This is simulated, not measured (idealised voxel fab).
Process module, titled voxel air gaps
Cross-section cut spans 220 nm and uses square cells 5 nm in size.
Notation: cross-section as square-cell grid; stated in bands, top first, going down; one or more cell rows per band.
Each band's line starts with the height of the band's top and of its bottom, in nm. Then come its materials from left to right, each with its width in nm. One material with "edge to edge" fills the band from edge to edge. "blank" is empty space.
All heights in this document are referenced to 0, defined as the level beneath which the wafer, as received, consists entirely of one material. The lowest band is not bounded below; it extends indefinitely downward and is written in the form "0 nm and below".
With a width like "30 to 40", each row of cells in the band differs from the next by the same amount, the top row carrying the first number and the bottom row the second.
Step marked "same as before"? Then no cell in the cross-section changed in it.
"Enclosed void inventory" specifies each empty space that is not open to the top and that occupies no fewer than 8 cells, using the form width x height at distance, the distance measured from the left edge and all three quantities in nm.
after a step's settings: what the simulator itself notes on the step
A step line may carry the setting "overlay nm", which, for steps involving a mask, states the distance by which the mask lay to the right of its intended position; negative values denote displacement to the left.

-- The process steps that were planned are listed below
step 1: RECEIVE with material Si
step 2: CONFORMAL_DEP with material SiO2, thk nm 10
step 3: CONFORMAL_DEP with material SiCN, thk nm 5
step 4: DIRECTIONAL_DEP with material SiO2, thk nm 30
step 5: PATTERN with tone open, mask id LINES, material resist, width nm 25, pitch nm 50, thk nm 15, overlay nm 0
step 6: DIRECTIONAL_ETCH with etch materials SiO2, depth nm 30
step 7: STRIP with etch materials resist
step 8: CONFORMAL_DEP with material TiN, thk nm 5
step 9: FILL_DEP with material Ru, thk nm 5
step 10: CMP with height nm 45
step 11: EPI with material Ru, thk nm 10
step 12: SELECTIVE_ETCH with etch materials SiO2, depth nm 40
step 13: CONFORMAL_DEP with material SiCN, thk nm 5

-- Concerning the first of two wafers, which was run in accordance with the plan

-- This is the cross-section of the wafer as we received it, i.e. after step 1
	0 nm and below: Si edge to edge
	Enclosed void inventory: none

-- Take a look at the wafer's cross-section after step 2
	10 nm to 0 nm: SiO2 edge to edge
	Nothing below the height 0 has changed.

-- Take a look at the wafer's cross-section after step 3
	15 nm to 10 nm: SiCN edge to edge
	Nothing below the height 10 has changed.

-- Take a look at the wafer's cross-section after step 4
	45 nm to 15 nm: SiO2 edge to edge
	Nothing below the height 15 has changed.

-- Take a look at the wafer's cross-section after step 5
	60 nm to 45 nm: 20 nm resist / 25 nm blank / 25 nm resist / 25 nm blank / 25 nm resist / 25 nm blank / 25 nm resist / 25 nm blank / 25 nm resist
	Nothing below the height 45 has changed.

-- Take a look at the wafer's cross-section after step 6
	60 nm to 45 nm: 20 nm resist / 25 nm blank / 25 nm resist / 25 nm blank / 25 nm resist / 25 nm blank / 25 nm resist / 25 nm blank / 25 nm resist
	45 nm to 15 nm: 20 nm SiO2 / 25 nm blank / 25 nm SiO2 / 25 nm blank / 25 nm SiO2 / 25 nm blank / 25 nm SiO2 / 25 nm blank / 25 nm SiO2
	Nothing below the height 15 has changed.

-- Take a look at the wafer's cross-section after step 7
	45 nm to 15 nm: 20 nm SiO2 / 25 nm blank / 25 nm SiO2 / 25 nm blank / 25 nm SiO2 / 25 nm blank / 25 nm SiO2 / 25 nm blank / 25 nm SiO2
	Nothing below the height 15 has changed.

-- Take a look at the wafer's cross-section after step 8
	50 nm to 45 nm: 25 nm TiN / 15 nm blank / 35 nm TiN / 15 nm blank / 35 nm TiN / 15 nm blank / 35 nm TiN / 15 nm blank / 30 nm TiN
	45 nm to 20 nm: 20 nm SiO2 / 5 nm TiN / 15 nm blank / 5 nm TiN / 25 nm SiO2 / 5 nm TiN / 15 nm blank / 5 nm TiN / 25 nm SiO2 / 5 nm TiN / 15 nm blank / 5 nm TiN / 25 nm SiO2 / 5 nm TiN / 15 nm blank / 5 nm TiN / 25 nm SiO2
	20 nm to 15 nm: 20 nm SiO2 / 25 nm TiN / 25 nm SiO2 / 25 nm TiN / 25 nm SiO2 / 25 nm TiN / 25 nm SiO2 / 25 nm TiN / 25 nm SiO2
	Nothing below the height 15 has changed.

-- Take a look at the wafer's cross-section after step 9
	55 nm to 50 nm: Ru edge to edge
	50 nm to 45 nm: 25 nm TiN / 15 nm Ru / 35 nm TiN / 15 nm Ru / 35 nm TiN / 15 nm Ru / 35 nm TiN / 15 nm Ru / 30 nm TiN
	45 nm to 20 nm: 20 nm SiO2 / 5 nm TiN / 15 nm Ru / 5 nm TiN / 25 nm SiO2 / 5 nm TiN / 15 nm Ru / 5 nm TiN / 25 nm SiO2 / 5 nm TiN / 15 nm Ru / 5 nm TiN / 25 nm SiO2 / 5 nm TiN / 15 nm Ru / 5 nm TiN / 25 nm SiO2
	Nothing below the height 20 has changed.

-- Take a look at the wafer's cross-section after step 10
	45 nm to 20 nm: 20 nm SiO2 / 5 nm TiN / 15 nm Ru / 5 nm TiN / 25 nm SiO2 / 5 nm TiN / 15 nm Ru / 5 nm TiN / 25 nm SiO2 / 5 nm TiN / 15 nm Ru / 5 nm TiN / 25 nm SiO2 / 5 nm TiN / 15 nm Ru / 5 nm TiN / 25 nm SiO2
	Nothing below the height 20 has changed.

-- Take a look at the wafer's cross-section after step 11
	55 nm to 45 nm: 10 nm blank / 45 nm Ru / 5 nm blank / 45 nm Ru / 5 nm blank / 45 nm Ru / 5 nm blank / 45 nm Ru / 15 nm blank
	Nothing below the height 45 has changed.

-- Take a look at the wafer's cross-section after step 12
	55 nm to 45 nm: 10 nm blank / 45 nm Ru / 5 nm blank / 45 nm Ru / 5 nm blank / 45 nm Ru / 5 nm blank / 45 nm Ru / 15 nm blank
	45 nm to 20 nm: 20 nm blank / 5 nm TiN / 15 nm Ru / 5 nm TiN / 25 nm blank / 5 nm TiN / 15 nm Ru / 5 nm TiN / 25 nm blank / 5 nm TiN / 15 nm Ru / 5 nm TiN / 25 nm blank / 5 nm TiN / 15 nm Ru / 5 nm TiN / 25 nm blank
	20 nm to 15 nm: 20 nm blank / 25 nm TiN / 25 nm blank / 25 nm TiN / 25 nm blank / 25 nm TiN / 25 nm blank / 25 nm TiN / 25 nm blank
	Nothing below the height 15 has changed.

-- Take a look at the wafer's cross-section after step 13
	60 nm to 55 nm: 5 nm blank / 205 nm SiCN / 10 nm blank
	55 nm to 45 nm: 5 nm blank / 5 nm SiCN / 45 nm Ru / 5 nm SiCN / 45 nm Ru / 5 nm SiCN / 45 nm Ru / 5 nm SiCN / 45 nm Ru / 5 nm SiCN / 10 nm blank
	45 nm to 40 nm: 5 nm blank / 15 nm SiCN / 5 nm TiN / 15 nm Ru / 5 nm TiN / 25 nm SiCN / 5 nm TiN / 15 nm Ru / 5 nm TiN / 25 nm SiCN / 5 nm TiN / 15 nm Ru / 5 nm TiN / 25 nm SiCN / 5 nm TiN / 15 nm Ru / 5 nm TiN / 15 nm SiCN / 10 nm blank
	40 nm to 20 nm: 15 nm blank / 5 nm SiCN / 5 nm TiN / 15 nm Ru / 5 nm TiN / 5 nm SiCN / 15 nm blank / 5 nm SiCN / 5 nm TiN / 15 nm Ru / 5 nm TiN / 5 nm SiCN / 15 nm blank / 5 nm SiCN / 5 nm TiN / 15 nm Ru / 5 nm TiN / 5 nm SiCN / 15 nm blank / 5 nm SiCN / 5 nm TiN / 15 nm Ru / 5 nm TiN / 5 nm SiCN / 20 nm blank
	20 nm to 15 nm: 20 nm SiCN / 25 nm TiN / 25 nm SiCN / 25 nm TiN / 25 nm SiCN / 25 nm TiN / 25 nm SiCN / 25 nm TiN / 25 nm SiCN
	Nothing below the height 15 has changed.
	Enclosed void inventory: 15 x 20 at 50; 15 x 20 at 100; 15 x 20 at 150

-- Wafer two: like wafer one in start and plan, but with one mistake in execution; identical up to and including step 4

-- Cross-section of the second wafer corresponding to the planned conclusion of step 5
	60 nm to 45 nm: 25 nm resist / 20 nm blank / 30 nm resist / 20 nm blank / 30 nm resist / 20 nm blank / 30 nm resist / 20 nm blank / 25 nm resist
	Nothing below the height 45 has changed.

-- Cross-section of the second wafer corresponding to the planned conclusion of step 6
	60 nm to 45 nm: 25 nm resist / 20 nm blank / 30 nm resist / 20 nm blank / 30 nm resist / 20 nm blank / 30 nm resist / 20 nm blank / 25 nm resist
	45 nm to 15 nm: 25 nm SiO2 / 20 nm blank / 30 nm SiO2 / 20 nm blank / 30 nm SiO2 / 20 nm blank / 30 nm SiO2 / 20 nm blank / 25 nm SiO2
	Nothing below the height 15 has changed.

-- Cross-section of the second wafer corresponding to the planned conclusion of step 7
	45 nm to 15 nm: 25 nm SiO2 / 20 nm blank / 30 nm SiO2 / 20 nm blank / 30 nm SiO2 / 20 nm blank / 30 nm SiO2 / 20 nm blank / 25 nm SiO2
	Nothing below the height 15 has changed.

-- Cross-section of the second wafer corresponding to the planned conclusion of step 8
	50 nm to 45 nm: 30 nm TiN / 10 nm blank / 40 nm TiN / 10 nm blank / 40 nm TiN / 10 nm blank / 40 nm TiN / 10 nm blank / 30 nm TiN
	45 nm to 20 nm: 25 nm SiO2 / 5 nm TiN / 10 nm blank / 5 nm TiN / 30 nm SiO2 / 5 nm TiN / 10 nm blank / 5 nm TiN / 30 nm SiO2 / 5 nm TiN / 10 nm blank / 5 nm TiN / 30 nm SiO2 / 5 nm TiN / 10 nm blank / 5 nm TiN / 25 nm SiO2
	20 nm to 15 nm: 25 nm SiO2 / 20 nm TiN / 30 nm SiO2 / 20 nm TiN / 30 nm SiO2 / 20 nm TiN / 30 nm SiO2 / 20 nm TiN / 25 nm SiO2
	Nothing below the height 15 has changed.

-- Cross-section of the second wafer corresponding to the planned conclusion of step 9
	55 nm to 50 nm: Ru edge to edge
	50 nm to 45 nm: 30 nm TiN / 10 nm Ru / 40 nm TiN / 10 nm Ru / 40 nm TiN / 10 nm Ru / 40 nm TiN / 10 nm Ru / 30 nm TiN
	45 nm to 20 nm: 25 nm SiO2 / 5 nm TiN / 10 nm Ru / 5 nm TiN / 30 nm SiO2 / 5 nm TiN / 10 nm Ru / 5 nm TiN / 30 nm SiO2 / 5 nm TiN / 10 nm Ru / 5 nm TiN / 30 nm SiO2 / 5 nm TiN / 10 nm Ru / 5 nm TiN / 25 nm SiO2
	Nothing below the height 20 has changed.

-- Cross-section of the second wafer corresponding to the planned conclusion of step 10
	45 nm to 20 nm: 25 nm SiO2 / 5 nm TiN / 10 nm Ru / 5 nm TiN / 30 nm SiO2 / 5 nm TiN / 10 nm Ru / 5 nm TiN / 30 nm SiO2 / 5 nm TiN / 10 nm Ru / 5 nm TiN / 30 nm SiO2 / 5 nm TiN / 10 nm Ru / 5 nm TiN / 25 nm SiO2
	Nothing below the height 20 has changed.

-- Cross-section of the second wafer corresponding to the planned conclusion of step 11
	55 nm to 45 nm: 15 nm blank / 40 nm Ru / 10 nm blank / 40 nm Ru / 10 nm blank / 40 nm Ru / 10 nm blank / 40 nm Ru / 15 nm blank
	Nothing below the height 45 has changed.

-- Cross-section of the second wafer corresponding to the planned conclusion of step 12
	55 nm to 45 nm: 15 nm blank / 40 nm Ru / 10 nm blank / 40 nm Ru / 10 nm blank / 40 nm Ru / 10 nm blank / 40 nm Ru / 15 nm blank
	45 nm to 20 nm: 25 nm blank / 5 nm TiN / 10 nm Ru / 5 nm TiN / 30 nm blank / 5 nm TiN / 10 nm Ru / 5 nm TiN / 30 nm blank / 5 nm TiN / 10 nm Ru / 5 nm TiN / 30 nm blank / 5 nm TiN / 10 nm Ru / 5 nm TiN / 25 nm blank
	20 nm to 15 nm: 25 nm blank / 20 nm TiN / 30 nm blank / 20 nm TiN / 30 nm blank / 20 nm TiN / 30 nm blank / 20 nm TiN / 25 nm blank
	Nothing below the height 15 has changed.

-- Cross-section of the second wafer corresponding to the planned conclusion of step 13
	60 nm to 55 nm: 10 nm blank / 200 nm SiCN / 10 nm blank
	55 nm to 45 nm: 10 nm blank / 5 nm SiCN / 40 nm Ru / 10 nm SiCN / 40 nm Ru / 10 nm SiCN / 40 nm Ru / 10 nm SiCN / 40 nm Ru / 5 nm SiCN / 10 nm blank
	45 nm to 40 nm: 10 nm blank / 15 nm SiCN / 5 nm TiN / 10 nm Ru / 5 nm TiN / 30 nm SiCN / 5 nm TiN / 10 nm Ru / 5 nm TiN / 30 nm SiCN / 5 nm TiN / 10 nm Ru / 5 nm TiN / 30 nm SiCN / 5 nm TiN / 10 nm Ru / 5 nm TiN / 15 nm SiCN / 10 nm blank
	40 nm to 20 nm: 20 nm blank / 5 nm SiCN / 5 nm TiN / 10 nm Ru / 5 nm TiN / 5 nm SiCN / 20 nm blank / 5 nm SiCN / 5 nm TiN / 10 nm Ru / 5 nm TiN / 5 nm SiCN / 20 nm blank / 5 nm SiCN / 5 nm TiN / 10 nm Ru / 5 nm TiN / 5 nm SiCN / 20 nm blank / 5 nm SiCN / 5 nm TiN / 10 nm Ru / 5 nm TiN / 5 nm SiCN / 20 nm blank
	20 nm to 15 nm: 25 nm SiCN / 20 nm TiN / 30 nm SiCN / 20 nm TiN / 30 nm SiCN / 20 nm TiN / 30 nm SiCN / 20 nm TiN / 25 nm SiCN
	Nothing below the height 15 has changed.
	Enclosed void inventory: 20 x 20 at 50; 20 x 20 at 100; 20 x 20 at 150
Deviation noted in wafer processing: step 5 did not happen as planned, as run it was PATTERN with tone open, mask id LINES, material resist, width nm 20, pitch nm 50, thk nm 15, overlay nm 0
End check, counted in cells, second wafer has more or fewer of these materials than the first: Ru: 28 fewer; SiCN: 12 more; TiN: 4 fewer
